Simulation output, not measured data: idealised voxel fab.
This section sets out a process module, namely voxel double patterning.
Cross-section cut spans 270 nm and uses square cells 5 nm in size.
In what follows, cross-sections appear as grids of square cells, described through bands that run from the top down, where every band is one or more rows of cells.
Within each band entry, the heights of the top and of the bottom of the band appear first, in that order and in nm; the materials of the band then follow from left to right, each with its corresponding width in nm. The designation "throughout" on a single material indicates that it fills the band from edge to edge; the designation "blank" indicates empty space.
Counting heights begins at 0, where everything beneath is, in the wafer as received, one material. The lowest band has no bottom; it goes on downwards, as "0 and below" shows.
Width "30->40": first value at the band's top row of cells, second value at its bottom row, equal change from row to row.
Take "no change occurred" at face value: in the step it is given for, the cross-section changed in none of its cells.
Any empty space of 8 cells or more lacking an open way to the top shows up in "Closed void inventory" as width x height at distance, distance from the left edge, in nm.
What comes after the settings on a step's line is commentary from the simulator itself on that step.
overlay nm: mask right of planned place by this much (step with mask). Neg. = left.

[This section lists the process steps that were planned]
step 1: RECEIVE | material Si
step 2: CONFORMAL_DEP | material SiN | thk nm 5
step 3: DIRECTIONAL_DEP | material SiO2 | thk nm 15
step 4: DIRECTIONAL_DEP | material SiCN | thk nm 5
step 5: PATTERN | tone open | mask id FIRST | material resist | width nm 15 | pitch nm 50 | thk nm 20 | overlay nm 0
step 6: DIRECTIONAL_ETCH | etch materials SiCN | depth nm 5
step 7: STRIP | etch materials resist
step 8: PATTERN | tone open | mask id SECOND | material resist | width nm 15 | thk nm 20 | overlay nm 0
step 9: DIRECTIONAL_ETCH | etch materials SiCN | depth nm 5
step 10: STRIP | etch materials resist
step 11: DIRECTIONAL_ETCH | etch materials SiO2 | depth nm 15
step 12: STRIP | etch materials SiCN
Heads up: all these wafers start the same, and what changes between them is the thk nm in step 2. The value you see in the plan is just what the first wafer got.

[Cross-section, first of several wafers, as delivered after step 1]
  0 and below | Si throughout
  Closed void inventory: none

[For your reference, the table is organized with a row per wafer; each row reflects the wafer at the end of the module, indicating for each material the cells gained (+) or lost (-) since receipt, and thereafter its closed voids]
thk nm 5; +54 SiN; +135 SiO2; Closed void inventory: none
thk nm 10; +108 SiN; +135 SiO2; Closed void inventory: none
thk nm 15; +162 SiN; +135 SiO2; Closed void inventory: none
thk nm 20; +216 SiN; +135 SiO2; Closed void inventory: none
